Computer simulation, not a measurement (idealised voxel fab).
Process module under the name voxel ribs on slabs
The width of the displayed cross-section, cut, is 175 nm; its cells are square, with a size of 5 nm.
Think of the cross-section as a grid of square cells. We describe it in bands, top to bottom, and each band covers one or more rows of those cells.
Heads up on the band format: heights come first, top then bottom, in nm. After that it's the materials left to right, each with its width in nm. A single material flagged "full width" fills the whole band edge to edge, and "air" means there's empty space there.
Height datum 0, below which the as-received substrate wafer is one material. Lowest band open at the bottom, running downward: "0 down".
Width spec "30->40" -> top row of cells at first value, bottom row at second value, equal per-row change in between.
Reading "no modification" for a step: not a cell of the cross-section changed in it.
Closed empty spaces (no open way to the top) of 8 cells or more are what "Closed empty spaces" lists, each as width x height at distance from the left edge, nm for all three.
It should be noted that, on the line of a given step, the content following the step's settings is a remark produced by the simulator itself with respect to that step.
"overlay nm" denotes, for a step that has a mask, the displacement of the mask to the right of its planned place, with negative values corresponding to the left.

This section lists the process steps that were planned
1,RECEIVE, material Si
2,DIRECTIONAL_DEP, material SiO2, thk nm 30
3,DIRECTIONAL_DEP, material SiN, thk nm 20
4,PATTERN, tone cover, mask id RIB, material resist, width nm 25, thk nm 20, overlay nm 0
5,DIRECTIONAL_ETCH, etch materials SiN, depth nm 10
6,STRIP, etch materials resist
7,PATTERN, tone cover, mask id SLAB, material resist, width nm 65, thk nm 15, overlay nm 0
8,DIRECTIONAL_ETCH, etch materials SiN, depth nm 10
9,STRIP, etch materials resist
10,FILL_DEP, material SiO2, thk nm 20
11,CMP, height nm 65
12,DIRECTIONAL_DEP, material W, thk nm 10
13,MASKED_ETCH, tone cover, mask id HEATER, width nm 35, etch materials W, depth nm 10, overlay nm -15
14,CONFORMAL_DEP, material SiN, thk nm 5
varied across the wafers: overlay nm of step 13. The plan shows the first wafer's value. All wafers start alike

Here's the first of the wafers in cross-section, just as we got it, i.e. after step 1
- 0 down | Si full width
- Closed empty spaces: none

Where each wafer stands at the end of the module, a row apiece: cells of each material gained (+) or lost (-) since it was received, then closed voids
overlay nm -15 | +75 SiN | +419 SiO2 | +14 W | Closed empty spaces: none
overlay nm -10 | +75 SiN | +419 SiO2 | +14 W | Closed empty spaces: none
overlay nm -5 | +75 SiN | +419 SiO2 | +14 W | Closed empty spaces: none
overlay nm 0 | +75 SiN | +419 SiO2 | +14 W | Closed empty spaces: none
overlay nm 5 | +75 SiN | +419 SiO2 | +14 W | Closed empty spaces: none
overlay nm 10 | +75 SiN | +419 SiO2 | +14 W | Closed empty spaces: none
overlay nm 15 | +75 SiN | +419 SiO2 | +14 W | Closed empty spaces: none
